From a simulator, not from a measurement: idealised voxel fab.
voxel spacer lines: a process module
Section shown: cut. Width: 300 nm. Cell size: 5 nm, square.
In this document a cross-section is written as a grid of square cells. It is given as a series of bands, listed from the top down, and a band is one or more rows of cells.
Per band: top height and bottom height in nm, followed by the left-to-right materials and their widths in nm; "everywhere" marks a single material spanning edge to edge, "empty" marks empty space.
For the purposes of this specification, 0 denotes the height below which the wafer in its as-received condition is composed wholly of one material, and the lowermost band, lacking a lower limit, extends downward without end, as expressed in "0..down".
A two-number width, for instance "30->40", indicates that the width is equal to the first number in the top row of the band and to the second number in the bottom row, and that it changes by a constant amount per row of cells.
Given "changes: none" for a step, no cell of the cross-section differs between before and after that step.
Each empty space that has no open way to the top and spans at least 8 cells appears under "Closed void roster" as width x height at distance, the distance counted from the left edge, all in nm.
Anything after a step's settings on that line? It's the simulator's own note about the step.
"overlay nm", when on a step's line for a step with a mask, measures how far to the right of its planned place the mask lay; a negative measure means to the left.
SET OUT BELOW ARE THE PLANNED STEPS OF THE PROCESS
step 1: RECEIVE with material Si
step 2: CONFORMAL_DEP with material Al2O3, thk nm 5
step 3: DIRECTIONAL_DEP with material W, thk nm 10
step 4: DIRECTIONAL_DEP with material aC, thk nm 20
step 5: PATTERN with tone cover, mask id MANDREL, material resist, width nm 15, pitch nm 50, thk nm 30, overlay nm -15
step 6: DIRECTIONAL_ETCH with etch materials aC, depth nm 20
step 7: STRIP with etch materials resist
step 8: CONFORMAL_DEP with material SiO2, thk nm 10
step 9: DIRECTIONAL_ETCH with etch materials SiO2, depth nm 10
step 10: STRIP with etch materials aC
step 11: DIRECTIONAL_ETCH with etch materials W, depth nm 10
step 12: STRIP with etch materials SiO2
step 13: FILL_DEP with material SiO2, thk nm 5
step 14: CMP with height nm 15
The plan's step 5 overlay nm is the first wafer's value; the wafers differ in this setting and start identical.
CROSS-SECTION OF THE FIRST INCOMING WAFER OF SEVERAL, STATE AFTER STEP 1
	0..down  Si everywhere
	Closed void roster: none
DEPICTED HERE IS THE FIRST OF SEVERAL WAFERS IN CROSS-SECTION, AT MODULE COMPLETION FOLLOWING THE LAST STEP, STEP 14
	15..5  SiO2=65 / W=10 / SiO2=15 / W=10 / SiO2=15 / W=10 / SiO2=15 / W=10 / SiO2=15 / W=10 / SiO2=15 / W=10 / SiO2=100
	5..0  Al2O3 everywhere
	0..down  Si everywhere
	Closed void roster: none
SO THIS IS THE CROSS-SECTION ON THE LAST WAFER AT THE END OF THE MODULE
	15..5  SiO2=95 / W=10 / SiO2=15 / W=10 / SiO2=15 / W=10 / SiO2=15 / W=10 / SiO2=15 / W=10 / SiO2=15 / W=10 / SiO2=70
	5..0  Al2O3 everywhere
	0..down  Si everywhere
	Closed void roster: none
TABULATED BELOW, WAFER BY WAFER, ARE THE END-OF-MODULE RESULTS: FOR EACH MATERIAL, THE NUMBER OF CELLS GAINED (+) OR LOST (-) RELATIVE TO THE AS-RECEIVED STATE, FOLLOWED BY THE CLOSED VOIDS
overlay nm -15; +60 Al2O3; +96 SiO2; +24 W; Closed void roster: none
overlay nm -10; +60 Al2O3; +96 SiO2; +24 W; Closed void roster: none
overlay nm -5; +60 Al2O3; +96 SiO2; +24 W; Closed void roster: none
overlay nm 0; +60 Al2O3; +96 SiO2; +24 W; Closed void roster: none
overlay nm 5; +60 Al2O3; +96 SiO2; +24 W; Closed void roster: none
overlay nm 10; +60 Al2O3; +96 SiO2; +24 W; Closed void roster: none
overlay nm 15; +60 Al2O3; +96 SiO2; +24 W; Closed void roster: none
